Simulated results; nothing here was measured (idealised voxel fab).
process module | voxel gate over fins
cross-section cut | 300 nm wide | cells 5 nm
A cross-section is a grid of square cells, given in bands from the top down. A band is one or more rows of cells.
Each band's line starts with the height of the band's top and of its bottom, in nm. Then come its materials from left to right, each with its width in nm. One material with "throughout" fills the band from edge to edge. "air" is empty space.
Height 0 is the level under which the wafer as received is all one material. The lowest band goes on downwards, as in "0 down".
A width such as "30 to 40" changes by the same amount from each row of cells to the next, from the band's top row to its bottom row.
"no change" after a step means that no cell of the cross-section changed.
closed voids: empty space of 8 cells or more with no open way to the top, each as width x height at its distance from the left edge, in nm
after a step's settings: what the simulator itself notes on the step
overlay nm, on a step with a mask: how far to the right of its planned place the mask lay; to the left if negative
plan
1 op RECEIVE | material Si
2 op CONFORMAL_DEP | material SiN | thk nm 5
3 op DIRECTIONAL_DEP | material aC | thk nm 10
4 op PATTERN | tone cover | mask id FINS | material resist | width nm 15 | pitch nm 50 | thk nm 25 | overlay nm 0
5 op DIRECTIONAL_ETCH | etch materials aC | depth nm 10
6 op STRIP | etch materials resist
7 op DIRECTIONAL_ETCH | etch materials SiN | depth nm 5
8 op DIRECTIONAL_ETCH | etch materials Si | depth nm 40
9 op STRIP | etch materials aC
10 op OXIDIZE | depth nm 5
11 op FILL_DEP | material SiO2 | thk nm 15
12 op CMP | height nm 5
13 op PATTERN | tone open | mask id RAIL | material resist | width nm 15 | thk nm 20 | overlay nm 0
14 op DIRECTIONAL_ETCH | etch materials SiO2 | depth nm 40
15 op STRIP | etch materials resist
16 op CONFORMAL_DEP | material TiN | thk nm 5
17 op FILL_DEP | material W | thk nm 5
18 op CMP | height nm 5
19 op SELECTIVE_ETCH | etch materials W Ru TiN | depth nm 30
20 op FILL_DEP | material SiO2 | thk nm 5
21 op CMP | height nm 5
22 op SELECTIVE_ETCH | etch materials SiO2 | depth nm 20
23 op STRIP | etch materials SiN
24 op CONFORMAL_DEP | material HfO2 | thk nm 5
25 op CONFORMAL_DEP | material TiN | thk nm 5
26 op CONFORMAL_DEP | material TiAl | thk nm 5
27 op CONFORMAL_DEP | material TiN | thk nm 5
28 op FILL_DEP | material W | thk nm 10
29 op CMP | height nm 25
30 op CONFORMAL_DEP | material SiCN | thk nm 5
varied across the wafers: width nm of step 4. The plan shows the first wafer's value. All wafers start alike
first wafer as received, after step 1
  0 down: Si throughout
  closed voids: none
each wafer at the end: cells of each material gained (+) or lost (-) since it was received, then its closed voids
width nm 15 | +78 HfO2 | -513 Si | +60 SiCN | +336 SiO2 | +78 TiAl | +161 TiN | +160 W | closed voids: none
width nm 20 | +78 HfO2 | -486 Si | +60 SiCN | +318 SiO2 | +78 TiAl | +161 TiN | +151 W | closed voids: none
width nm 25 | +78 HfO2 | -459 Si | +60 SiCN | +300 SiO2 | +78 TiAl | +155 TiN | +148 W | closed voids: none
width nm 30 | +78 HfO2 | -432 Si | +60 SiCN | +282 SiO2 | +78 TiAl | +149 TiN | +145 W | closed voids: none
